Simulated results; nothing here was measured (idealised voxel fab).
process module | voxel wiring stack
The cross-section on display is named cut; it measures 245 nm wide, and its cells are 5 nm squares.
Cross-section format: a grid of square cells, given as bands from top to bottom; each band is one or more rows of cells. It is stipulated that each band's entry specify, in nanometres, the height of the top of the band and then that of its bottom, followed by the materials of the band in left-to-right sequence, each together with its width in nanometres. A single material marked by the word "everywhere" is understood to fill the band from edge to edge; the word "empty" is understood to denote empty space. We count height from 0. Below that, the starting wafer is all one material. The lowest band never ends at the bottom but goes on down; see "0 nm and below" for how that is written. Think of "30 to 40" as a width that walks from the first number to the second as you go down the band, top row to bottom row, taking equal-sized steps from row to row. When a step is marked "nothing different", none of the cells in the cross-section changed during that step. This entry, "Non-vented voids", enumerates those empty regions of no fewer than 8 cells that possess no open connection to the top. Each region is reported in the form width x height at distance, the distance being taken from the left edge, with all three quantities expressed in nm. Text after the settings on a step's line: the simulator's own remark on that step. "overlay nm" answers the question of how far to the right of plan the mask lay on a step that has a mask, and when it is negative the answer is to the left.
Steps planned for the process:
1. RECEIVE [material Si]
2. CONFORMAL_DEP [material SiO2] [thk nm 15]
3. DIRECTIONAL_DEP [material TiN] [thk nm 5]
4. DIRECTIONAL_DEP [material Ru] [thk nm 15]
5. MASKED_ETCH [tone cover] [mask id METAL_1] [width nm 30] [pitch nm 60] [etch materials Ru] [depth nm 15] [overlay nm 0]
6. MASKED_ETCH [tone cover] [mask id METAL_1] [width nm 30] [pitch nm 60] [etch materials TiN] [depth nm 5] [overlay nm 0]
7. CONFORMAL_DEP [material SiCN] [thk nm 5]
8. FILL_DEP [material SiO2] [thk nm 5]
9. CMP [height nm 35]
10. CONFORMAL_DEP [material SiCN] [thk nm 5]
11. DIRECTIONAL_DEP [material lowk] [thk nm 25]
12. PATTERN [tone open] [mask id METAL_2] [material resist] [width nm 30] [pitch nm 60] [thk nm 20] [overlay nm 0]
13. DIRECTIONAL_ETCH [etch materials lowk] [depth nm 15]
14. STRIP [etch materials resist]
15. PATTERN [tone open] [mask id METAL_2_HOLES] [material resist] [width nm 15] [pitch nm 120] [thk nm 15] [overlay nm 0]
16. DIRECTIONAL_ETCH [etch materials lowk] [depth nm 10]
17. DIRECTIONAL_ETCH [etch materials SiCN] [depth nm 5]
18. STRIP [etch materials resist]
19. CONFORMAL_DEP [material TiN] [thk nm 5]
20. FILL_DEP [material Cu] [thk nm 5]
21. CMP [height nm 65]
22. CONFORMAL_DEP [material SiCN] [thk nm 5]
23. DIRECTIONAL_DEP [material SiO2] [thk nm 30]
24. MASKED_ETCH [tone open] [mask id METAL_3] [width nm 30] [pitch nm 60] [etch materials SiO2] [depth nm 15] [overlay nm 0]
25. DIRECTIONAL_DEP [material aC] [thk nm 10]
26. PATTERN [tone open] [mask id METAL_3_HOLES] [material resist] [width nm 15] [pitch nm 120] [thk nm 25] [overlay nm 0]
27. DIRECTIONAL_ETCH [etch materials aC] [depth nm 10]
28. STRIP [etch materials resist]
29. DIRECTIONAL_ETCH [etch materials SiO2] [depth nm 15]
30. DIRECTIONAL_ETCH [etch materials SiCN] [depth nm 5]
31. STRIP [etch materials aC]
32. CONFORMAL_DEP [material TiN] [thk nm 5]
33. FILL_DEP [material Cu] [thk nm 10]
34. CMP [height nm 100]
35. CONFORMAL_DEP [material SiCN] [thk nm 5]
36. DIRECTIONAL_DEP [material lowk] [thk nm 10]
37. MASKED_ETCH [tone open] [mask id PLUG_3] [width nm 15] [pitch nm 60] [etch materials lowk] [depth nm 10] [overlay nm 0]
38. MASKED_ETCH [tone open] [mask id PLUG_3] [width nm 15] [pitch nm 60] [etch materials SiCN] [depth nm 5] [overlay nm 0]
39. CONFORMAL_DEP [material TiN] [thk nm 5]
40. FILL_DEP [material Cu] [thk nm 5]
41. CMP [height nm 115]
42. CONFORMAL_DEP [material SiN] [thk nm 5]
43. DIRECTIONAL_DEP [material SiO2] [thk nm 25]
44. PATTERN [tone open] [mask id METAL_4] [material resist] [width nm 30] [pitch nm 60] [thk nm 15] [overlay nm 0]
45. DIRECTIONAL_ETCH [etch materials SiO2] [depth nm 25]
46. DIRECTIONAL_ETCH [etch materials SiN] [depth nm 5]
47. STRIP [etch materials resist]
48. CONFORMAL_DEP [material TiN] [thk nm 5]
49. FILL_DEP [material W] [thk nm 10]
50. CMP [height nm 145]
51. EPI [material Ru] [thk nm 5]
52. FILL_DEP [material SiCN] [thk nm 5]
Cross-section of the incoming wafer, state after step 1:
    0 nm and below  Si everywhere
    Non-vented voids: none
End-of-module cross-section of the first of two wafers, processed as planned:
    155 nm to 150 nm  SiCN everywhere
    150 nm to 145 nm  SiCN=40; Ru=40; SiCN=20; Ru=40; SiCN=20; Ru=40; SiCN=45
    145 nm to 120 nm  SiO2=45; TiN=5; W=20; TiN=5; SiO2=30; TiN=5; W=20; TiN=5; SiO2=30; TiN=5; W=20; TiN=5; SiO2=50
    120 nm to 115 nm  SiN=45; TiN=30; SiN=30; TiN=30; SiN=30; TiN=30; SiN=50
    115 nm to 105 nm  lowk=45; TiN=5; Cu=5; TiN=5; lowk=45; TiN=5; Cu=5; TiN=5; lowk=45; TiN=5; Cu=5; TiN=5; lowk=65
    105 nm to 100 nm  SiCN=45; TiN=15; SiCN=45; TiN=15; SiCN=45; TiN=15; SiCN=65
    100 nm to 90 nm  SiO2=45; TiN=5; Cu=20; TiN=5; SiO2=30; TiN=5; Cu=20; TiN=5; SiO2=30; TiN=5; Cu=20; TiN=5; SiO2=50
    90 nm to 85 nm  SiO2=45; TiN=5; Cu=5; TiN=20; SiO2=30; TiN=30; SiO2=30; TiN=5; Cu=5; TiN=20; SiO2=50
    85 nm to 70 nm  SiO2=45; TiN=5; Cu=5; TiN=5; SiO2=105; TiN=5; Cu=5; TiN=5; SiO2=65
    70 nm to 65 nm  SiCN=45; TiN=15; SiCN=105; TiN=15; SiCN=65
    65 nm to 55 nm  lowk=45; TiN=5; Cu=20; TiN=5; lowk=30; TiN=5; Cu=20; TiN=5; lowk=30; TiN=5; Cu=20; TiN=5; lowk=50
    55 nm to 50 nm  lowk=45; TiN=5; Cu=5; TiN=20; lowk=30; TiN=30; lowk=30; TiN=5; Cu=5; TiN=20; lowk=50
    50 nm to 40 nm  lowk=45; TiN=5; Cu=5; TiN=5; lowk=105; TiN=5; Cu=5; TiN=5; lowk=65
    40 nm to 35 nm  SiCN=45; TiN=15; SiCN=105; TiN=15; SiCN=65
    35 nm to 20 nm  SiO2=40; SiCN=5; Ru=30; SiCN=5; SiO2=20; SiCN=5; Ru=30; SiCN=5; SiO2=20; SiCN=5; Ru=30; SiCN=5; SiO2=45
    20 nm to 15 nm  SiCN=45; TiN=30; SiCN=30; TiN=30; SiCN=30; TiN=30; SiCN=50
    15 nm to 0 nm  SiO2 everywhere
    0 nm and below  Si everywhere
    Non-vented voids: none
End of module, second wafer, cross-section. Started like the first, planned like the first, run with one mistake:
    155 nm to 150 nm  SiCN everywhere
    150 nm to 145 nm  SiCN=40; Ru=40; SiCN=20; Ru=40; SiCN=20; Ru=40; SiCN=45
    145 nm to 120 nm  SiO2=45; TiN=5; W=20; TiN=5; SiO2=30; TiN=5; W=20; TiN=5; SiO2=30; TiN=5; W=20; TiN=5; SiO2=50
    120 nm to 115 nm  SiN=45; TiN=30; SiN=30; TiN=30; SiN=30; TiN=30; SiN=50
    115 nm to 105 nm  lowk=45; TiN=5; Cu=5; TiN=5; lowk=45; TiN=5; Cu=5; TiN=5; lowk=45; TiN=5; Cu=5; TiN=5; lowk=65
    105 nm to 100 nm  SiCN=45; TiN=15; SiCN=45; TiN=15; SiCN=45; TiN=15; SiCN=65
    100 nm to 95 nm  SiO2=45; TiN=5; Cu=20; TiN=5; SiO2=30; TiN=5; Cu=20; TiN=5; SiO2=30; TiN=5; Cu=20; TiN=5; SiO2=50
    95 nm to 90 nm  SiO2=45; TiN=5; Cu=5; TiN=20; SiO2=30; TiN=30; SiO2=30; TiN=5; Cu=5; TiN=20; SiO2=50
    90 nm to 75 nm  SiO2=45; TiN=5; Cu=5; TiN=5; SiO2=105; TiN=5; Cu=5; TiN=5; SiO2=65
    75 nm to 70 nm  SiCN=45; TiN=15; SiCN=105; TiN=15; SiCN=65
    70 nm to 65 nm  TiN=50; Cu=20; TiN=40; Cu=20; TiN=40; Cu=20; TiN=55
    65 nm to 55 nm  lowk=45; TiN=5; Cu=20; TiN=5; lowk=30; TiN=5; Cu=20; TiN=5; lowk=30; TiN=5; Cu=20; TiN=5; lowk=50
    55 nm to 50 nm  lowk=45; TiN=5; Cu=5; TiN=20; lowk=30; TiN=30; lowk=30; TiN=5; Cu=5; TiN=20; lowk=50
    50 nm to 40 nm  lowk=45; TiN=5; Cu=5; TiN=5; lowk=105; TiN=5; Cu=5; TiN=5; lowk=65
    40 nm to 35 nm  SiCN=45; TiN=15; SiCN=105; TiN=15; SiCN=65
    35 nm to 20 nm  SiO2=40; SiCN=5; Ru=30; SiCN=5; SiO2=20; SiCN=5; Ru=30; SiCN=5; SiO2=20; SiCN=5; Ru=30; SiCN=5; SiO2=45
    20 nm to 15 nm  SiCN=45; TiN=30; SiCN=30; TiN=30; SiCN=30; TiN=30; SiCN=50
    15 nm to 0 nm  SiO2 everywhere
    0 nm and below  Si everywhere
    Non-vented voids: none
Error vs. plan: step 21 ran with different settings than intended, the actual operation and settings being CMP [height nm 70]
The final cell counts differ between the wafers, with the second having more or fewer of some materials than the first: SiO2: 31 fewer | TiN: 31 more
